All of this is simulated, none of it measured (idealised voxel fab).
process module | voxel local oxidation
cross-section cut | 175 nm wide | cells 5 nm
A cross-section is a grid of square cells, given in bands from the top down. A band is one or more rows of cells.
Each band's line starts with the height of the band's top and of its bottom, in nm. Then come its materials from left to right, each with its width in nm. One material with "throughout" fills the band from edge to edge. "air" is empty space.
Height 0 is the level under which the wafer as received is all one material. The lowest band goes on downwards, as in "0 down".
A width such as "30 to 40" changes by the same amount from each row of cells to the next, from the band's top row to its bottom row.
"no change" after a step means that no cell of the cross-section changed.
closed voids: empty space of 8 cells or more with no open way to the top, each as width x height at its distance from the left edge, in nm
after a step's settings: what the simulator itself notes on the step
overlay nm, on a step with a mask: how far to the right of its planned place the mask lay; to the left if negative
plan
1 op RECEIVE | material Si
2 op OXIDIZE | depth nm 5
3 op CONFORMAL_DEP | material SiN | thk nm 10
4 op MASKED_ETCH | tone cover | mask id ACTIVE | width nm 115 | etch materials SiN | depth nm 10 | overlay nm 0
5 op SELECTIVE_ETCH | etch materials SiO2 | depth nm 5
6 op OXIDIZE | depth nm 15
7 op STRIP | etch materials SiN
first wafer, as planned
as received, after step 1
  0 down: Si throughout
  closed voids: none
after step 2
  0 to -5: SiO2 throughout
  below -5: unchanged
after step 3
  10 to 0: SiN throughout
  below 0: unchanged
after step 4
  10 to 0: air 30 | SiN 115 | air 30
  below 0: unchanged
after step 5
  10 to 0: air 30 | SiN 115 | air 30
  0 to -5: air 35 | SiO2 105 | air 35
  below -5: unchanged
after step 6
  10 to 0: air 30 | SiN 115 | air 30
  0 to -5: air 35 | SiO2 105 | air 35
  -5 to -20: SiO2 50 | Si 75 | SiO2 50
  below -20: unchanged
after step 7
  0 to -5: air 35 | SiO2 105 | air 35
  below -5: unchanged
second wafer: like start, like plan, one mistake. Through step 3 it matches the first wafer
when step 4 should have ended
  10 to 0: SiN 30 | air 115 | SiN 30
  below 0: unchanged
when step 5 should have ended
  10 to 0: SiN 30 | air 115 | SiN 30
  0 to -5: SiO2 25 | air 125 | SiO2 25
  below -5: unchanged
when step 6 should have ended
  10 to 0: SiN 30 | air 115 | SiN 30
  0 to -5: SiO2 25 | air 125 | SiO2 25
  -5 to -20: Si 10 | SiO2 155 | Si 10
  below -20: unchanged
when step 7 should have ended
  0 to -5: SiO2 25 | air 125 | SiO2 25
  below -5: unchanged
what went wrong: step 4 ran as: op MASKED_ETCH | tone open | mask id ACTIVE | width nm 115 | etch materials SiN | depth nm 10 | overlay nm 0
at the end the second wafer has, in cells: 33 fewer of Si | 22 more of SiO2
